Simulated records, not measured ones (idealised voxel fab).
This section sets out a process module, namely voxel air gaps.
For reference, the cross-section in this document is cut, with width 240 nm and square cells of 5 nm.
Bands, listed from the top down, are how a cross-section gets written in this document; the cross-section itself is a grid of square cells, and a band is one or more rows of them. Look at the band entry: it leads with the top's height and the bottom's height in nm. Then it lists the materials left to right, with a width in nm for each. The word "throughout" on a single material says that material fills the band edge to edge. The word "air" is empty space. It should be noted that heights are counted from 0, beneath which the wafer as supplied is of one material throughout, and that the lowest band possesses no lower boundary but continues downward, as written in "z 0 and below". So if you see something like "30..40" for the width, read it as the top row of the band sitting at the first number and the bottom row at the second, with every row in between moving by the same amount as the last. Step marked "no change"? Then no cell in the cross-section changed in it. The entry "Fully sealed cavities" lists the empty spaces that cover at least 8 cells and have no open path to the top. Each is written as width x height at distance, where the distance is measured from the left edge and all three values are in nm. Post-settings text on a step line: simulator's own remark regarding the step. The "overlay nm" setting may appear on a step's line; for a step that uses a mask, it gives how far to the right of its planned position the mask lay, and a negative value indicates the left.
### These are the steps we planned for the process
- 1: RECEIVE: material Si
- 2: CONFORMAL_DEP: material SiO2, thk nm 15
- 3: CONFORMAL_DEP: material SiN, thk nm 5
- 4: DIRECTIONAL_DEP: material SiO2, thk nm 30
- 5: MASKED_ETCH: tone open, mask id LINES, width nm 25, pitch nm 55, etch materials SiO2, depth nm 30, overlay nm 0
- 6: CONFORMAL_DEP: material TiN, thk nm 5
- 7: FILL_DEP: material W, thk nm 5
- 8: CMP: height nm 50
- 9: EPI: material Ru, thk nm 10
- 10: SELECTIVE_ETCH: etch materials SiO2, depth nm 40
- 11: CONFORMAL_DEP: material SiN, thk nm 5
### Here's what the wafer looked like in cross-section when it arrived - that's after step 1
	z 0 and below = Si throughout
	Fully sealed cavities: none
### Cross-sectional image of the first of two wafers at the end of the module, the run having proceeded as planned
	z 65 to 60 = 35 of air / 165 of SiN / 40 of air
	z 60 to 50 = 35 of air / 5 of SiN / 45 of Ru / 10 of SiN / 45 of Ru / 10 of SiN / 45 of Ru / 5 of SiN / 40 of air
	z 50 to 45 = 35 of air / 15 of SiN / 5 of TiN / 15 of W / 5 of TiN / 30 of SiN / 5 of TiN / 15 of W / 5 of TiN / 30 of SiN / 5 of TiN / 15 of W / 5 of TiN / 15 of SiN / 40 of air
	z 45 to 25 = 45 of air / 5 of SiN / 5 of TiN / 15 of W / 5 of TiN / 5 of SiN / 20 of air / 5 of SiN / 5 of TiN / 15 of W / 5 of TiN / 5 of SiN / 20 of air / 5 of SiN / 5 of TiN / 15 of W / 5 of TiN / 5 of SiN / 50 of air
	z 25 to 20 = 50 of SiN / 25 of TiN / 30 of SiN / 25 of TiN / 30 of SiN / 25 of TiN / 55 of SiN
	z 20 to 15 = SiN throughout
	z 15 to 0 = SiO2 throughout
	z 0 and below = Si throughout
	Fully sealed cavities: 20 x 20 at 80; 20 x 20 at 135
### Cross-section, wafer two of two, end of module: same start and plan as wafer one, one error in execution
	z 65 to 60 = SiN throughout
	z 60 to 50 = 60 of Ru / 5 of SiN / 50 of Ru / 5 of SiN / 50 of Ru / 5 of SiN / 65 of Ru
	z 50 to 45 = 45 of W / 5 of TiN / 25 of SiN / 5 of TiN / 20 of W / 5 of TiN / 25 of SiN / 5 of TiN / 20 of W / 5 of TiN / 25 of SiN / 5 of TiN / 50 of W
	z 45 to 25 = 45 of W / 5 of TiN / 5 of SiN / 15 of air / 5 of SiN / 5 of TiN / 20 of W / 5 of TiN / 5 of SiN / 15 of air / 5 of SiN / 5 of TiN / 20 of W / 5 of TiN / 5 of SiN / 15 of air / 5 of SiN / 5 of TiN / 50 of W
	z 25 to 20 = 50 of TiN / 25 of SiN / 30 of TiN / 25 of SiN / 30 of TiN / 25 of SiN / 55 of TiN
	z 20 to 15 = SiN throughout
	z 15 to 0 = SiO2 throughout
	z 0 and below = Si throughout
	Fully sealed cavities: 15 x 20 at 55; 15 x 20 at 110; 15 x 20 at 165
Deviation noted in wafer processing: step 5 off recipe, ran as MASKED_ETCH: tone cover, mask id LINES, width nm 25, pitch nm 55, etch materials SiO2, depth nm 30, overlay nm 0
Per the end-of-run cell counts, the second wafer holds more or fewer of some materials than the first: Ru +36 | SiN -12 | TiN +18 | W +90
Upon completion, the first wafer exhibits 2 closed voids and the second wafer exhibits 3.
